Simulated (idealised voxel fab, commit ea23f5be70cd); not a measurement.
voxel transistor to metal: a process module
Displayed cross-section: cut, width of 295 nm, square cells sized 5 nm.
This document writes a cross-section as a grid whose cells are square, and gives it as bands, listed from the top down; one or more rows of cells form a band. In this notation a band is specified by the heights of its top and bottom, in that order and in nm, after which its materials appear from left to right, each paired with its width in nm. The word "everywhere" attached to a single material means that material fills the band from edge to edge; the word "empty" stands for empty space. The reference from which all heights are counted is 0, the level beneath which the as-received wafer is entirely one material; the lowest band, having no lower bound, proceeds downward and is written after the example "0 nm and below". The width entry "30..40" should be interpreted row by row: the top row of cells in the band takes the first number, the bottom row takes the second number, and the change between adjacent rows is uniform throughout. A step reported as "nothing changed" is a step in which no cell of the cross-section changed. The entry "Closed cavity list" lists the empty spaces that cover at least 8 cells and have no open path to the top. Each is written as width x height at distance, where the distance is measured from the left edge and all three values are in nm. If you see something after the settings on a step's line, that's the simulator's own remark about that step. You can add "overlay nm" to a step's line. For a step with a mask, it describes how far the mask lay to the right of its planned position, and a negative number describes a lay to the left.
**Planned process steps**
step 1: RECEIVE: material Si
step 2: CONFORMAL_DEP: material SiO2, thk nm 5
step 3: CONFORMAL_DEP: material SiN, thk nm 10
step 4: PATTERN: tone cover, mask id ACTIVE, material resist, width nm 115, pitch nm 145, thk nm 15, overlay nm 0
step 5: DIRECTIONAL_ETCH: etch materials SiN, depth nm 10
step 6: DIRECTIONAL_ETCH: etch materials SiO2, depth nm 5
step 7: DIRECTIONAL_ETCH: etch materials Si, depth nm 20
step 8: STRIP: etch materials resist
step 9: OXIDIZE: depth nm 5
step 10: FILL_DEP: material SiO2, thk nm 5
step 11: CMP: height nm 15
step 12: SELECTIVE_ETCH: etch materials SiO2, depth nm 10
step 13: STRIP: etch materials SiN
step 14: SELECTIVE_ETCH: etch materials SiO2, depth nm 5
step 15: OXIDIZE: depth nm 5
step 16: DIRECTIONAL_DEP: material polySi, thk nm 30
step 17: DIRECTIONAL_DEP: material SiCN, thk nm 10
step 18: DIRECTIONAL_DEP: material aC, thk nm 10
step 19: PATTERN: tone cover, mask id GATE, material resist, width nm 35, pitch nm 145, thk nm 25, overlay nm 0
step 20: DIRECTIONAL_ETCH: etch materials aC, depth nm 10
step 21: STRIP: etch materials resist
step 22: DIRECTIONAL_ETCH: etch materials SiCN, depth nm 20
step 23: DIRECTIONAL_ETCH: etch materials polySi, depth nm 40
step 24: STRIP: etch materials aC
step 25: CONFORMAL_DEP: material SiN, thk nm 10
step 26: DIRECTIONAL_ETCH: etch materials SiN, depth nm 10
step 27: DIRECTIONAL_ETCH: etch materials SiO2, depth nm 5
step 28: EPI: material pSi, thk nm 5
step 29: FILL_DEP: material SiO2, thk nm 10
step 30: CMP: height nm 30
step 31: STRIP: etch materials polySi
step 32: SELECTIVE_ETCH: etch materials SiO2, depth nm 5
step 33: CONFORMAL_DEP: material HfO2, thk nm 5
step 34: CONFORMAL_DEP: material TiN, thk nm 5
step 35: FILL_DEP: material W, thk nm 10
step 36: CMP: height nm 25
step 37: DIRECTIONAL_DEP: material SiO2, thk nm 10
step 38: MASKED_ETCH: tone open, mask id CONTACT, width nm 15, etch materials SiO2, depth nm 35, overlay nm 0
step 39: CONFORMAL_DEP: material TiN, thk nm 5
step 40: FILL_DEP: material Ru, thk nm 5
step 41: CMP: height nm 35
step 42: DIRECTIONAL_DEP: material TiN, thk nm 5
step 43: DIRECTIONAL_DEP: material Ru, thk nm 15
step 44: DIRECTIONAL_DEP: material aC, thk nm 15
step 45: PATTERN: tone cover, mask id METAL_1, material resist, width nm 15, thk nm 30, overlay nm 0
step 46: DIRECTIONAL_ETCH: etch materials aC, depth nm 15
step 47: STRIP: etch materials resist
step 48: DIRECTIONAL_ETCH: etch materials Ru, depth nm 15
step 49: DIRECTIONAL_ETCH: etch materials TiN, depth nm 5
step 50: STRIP: etch materials aC
step 51: CONFORMAL_DEP: material SiN, thk nm 5
step 52: FILL_DEP: material lowk, thk nm 5
step 53: CMP: height nm 55
step 54: CONFORMAL_DEP: material SiN, thk nm 5
**Cross-sectional view of the wafer in its as-received condition, corresponding to the state after step 1**
	0 nm and below: Si everywhere
	Closed cavity list: none
**Cross-section, end of module. Start: as above. Plan: as above. Execution: one mistake**
	60 nm to 55 nm: SiN everywhere
	55 nm to 40 nm: lowk: 20, then SiN: 5, then Ru: 15, then SiN: 5, then lowk: 55, then SiN: 5, then Ru: 15, then SiN: 5, then lowk: 40, then SiN: 5, then Ru: 15, then SiN: 5, then lowk: 55, then SiN: 5, then Ru: 15, then SiN: 5, then lowk: 25
	40 nm to 35 nm: SiN: 25, then TiN: 15, then SiN: 65, then TiN: 15, then SiN: 50, then TiN: 15, then SiN: 65, then TiN: 15, then SiN: 30
	35 nm to 25 nm: SiO2: 25, then TiN: 5, then Ru: 5, then TiN: 5, then SiO2: 65, then TiN: 5, then Ru: 5, then TiN: 5, then SiO2: 50, then TiN: 5, then Ru: 5, then TiN: 5, then SiO2: 65, then TiN: 5, then Ru: 5, then TiN: 5, then SiO2: 30
	25 nm to 10 nm: SiO2: 25, then TiN: 5, then Ru: 5, then TiN: 5, then SiO2: 5, then SiN: 10, then HfO2: 5, then TiN: 5, then W: 15, then TiN: 5, then HfO2: 5, then SiN: 10, then SiO2: 5, then TiN: 5, then Ru: 5, then TiN: 5, then SiO2: 50, then TiN: 5, then Ru: 5, then TiN: 5, then SiO2: 5, then SiN: 10, then HfO2: 5, then TiN: 5, then W: 15, then TiN: 5, then HfO2: 5, then SiN: 10, then SiO2: 5, then TiN: 5, then Ru: 5, then TiN: 5, then SiO2: 30
	10 nm to 5 nm: SiO2: 25, then TiN: 15, then SiO2: 5, then SiN: 10, then HfO2: 5, then TiN: 25, then HfO2: 5, then SiN: 10, then SiO2: 5, then TiN: 15, then SiO2: 50, then TiN: 15, then SiO2: 5, then SiN: 10, then HfO2: 5, then TiN: 25, then HfO2: 5, then SiN: 10, then SiO2: 5, then TiN: 15, then SiO2: 30
	5 nm to 0 nm: SiO2: 10, then SiN: 10, then pSi: 25, then SiO2: 5, then HfO2: 45, then SiO2: 5, then pSi: 25, then SiN: 10, then SiO2: 20, then SiN: 10, then pSi: 25, then SiO2: 5, then HfO2: 45, then SiO2: 5, then pSi: 25, then SiN: 10, then SiO2: 15
	0 nm to -25 nm: SiO2: 20, then Si: 105, then SiO2: 40, then Si: 105, then SiO2: 25
	-25 nm and below: Si everywhere
	Closed cavity list: none
Misprocessing identified: steps 13 and 14 got flipped, so each one ran where the other should have
